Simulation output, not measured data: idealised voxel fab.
process module | voxel ribs on slabs
cross-section cut | 270 nm wide | cells 5 nm
A cross-section is a grid of square cells, given in bands from the top down. A band is one or more rows of cells.
Each band's line starts with the height of the band's top and of its bottom, in nm. Then come its materials from left to right, each with its width in nm. One material with "throughout" fills the band from edge to edge. "air" is empty space.
Height 0 is the level under which the wafer as received is all one material. The lowest band goes on downwards, as in "0 down".
A width such as "30 to 40" changes by the same amount from each row of cells to the next, from the band's top row to its bottom row.
"no change" after a step means that no cell of the cross-section changed.
closed voids: empty space of 8 cells or more with no open way to the top, each as width x height at its distance from the left edge, in nm
after a step's settings: what the simulator itself notes on the step
overlay nm, on a step with a mask: how far to the right of its planned place the mask lay; to the left if negative
plan
1 op RECEIVE | material Si
2 op DIRECTIONAL_DEP | material SiO2 | thk nm 20
3 op DIRECTIONAL_DEP | material polySi | thk nm 15
4 op MASKED_ETCH | tone cover | mask id RIB | width nm 20 | etch materials polySi | depth nm 5 | overlay nm 0
5 op DIRECTIONAL_DEP | material aC | thk nm 10
6 op PATTERN | tone cover | mask id SLAB | material resist | width nm 40 | thk nm 25 | overlay nm 0
7 op DIRECTIONAL_ETCH | etch materials aC | depth nm 10
8 op STRIP | etch materials resist
9 op DIRECTIONAL_ETCH | etch materials polySi | depth nm 10
10 op STRIP | etch materials aC
11 op FILL_DEP | material SiO2 | thk nm 25
12 op CMP | height nm 50
13 op DIRECTIONAL_DEP | material W | thk nm 5
14 op DIRECTIONAL_DEP | material aC | thk nm 10
15 op PATTERN | tone cover | mask id HEATER | material resist | width nm 30 | thk nm 30 | overlay nm 0
16 op DIRECTIONAL_ETCH | etch materials aC | depth nm 10
17 op STRIP | etch materials resist
18 op DIRECTIONAL_ETCH | etch materials W | depth nm 5
19 op STRIP | etch materials aC
20 op CONFORMAL_DEP | material SiN | thk nm 10
varied across the wafers: width nm of step 6. The plan shows the first wafer's value. All wafers start alike
first wafer as received, after step 1
  0 down: Si throughout
  closed voids: none
each wafer at the end: cells of each material gained (+) or lost (-) since it was received, then its closed voids
width nm 40 | +112 SiN | +520 SiO2 | +6 W | +20 polySi | closed voids: none
width nm 45 | +112 SiN | +518 SiO2 | +6 W | +22 polySi | closed voids: none
width nm 50 | +112 SiN | +516 SiO2 | +6 W | +24 polySi | closed voids: none
width nm 55 | +112 SiN | +514 SiO2 | +6 W | +26 polySi | closed voids: none
width nm 60 | +112 SiN | +512 SiO2 | +6 W | +28 polySi | closed voids: none
width nm 65 | +112 SiN | +510 SiO2 | +6 W | +30 polySi | closed voids: none
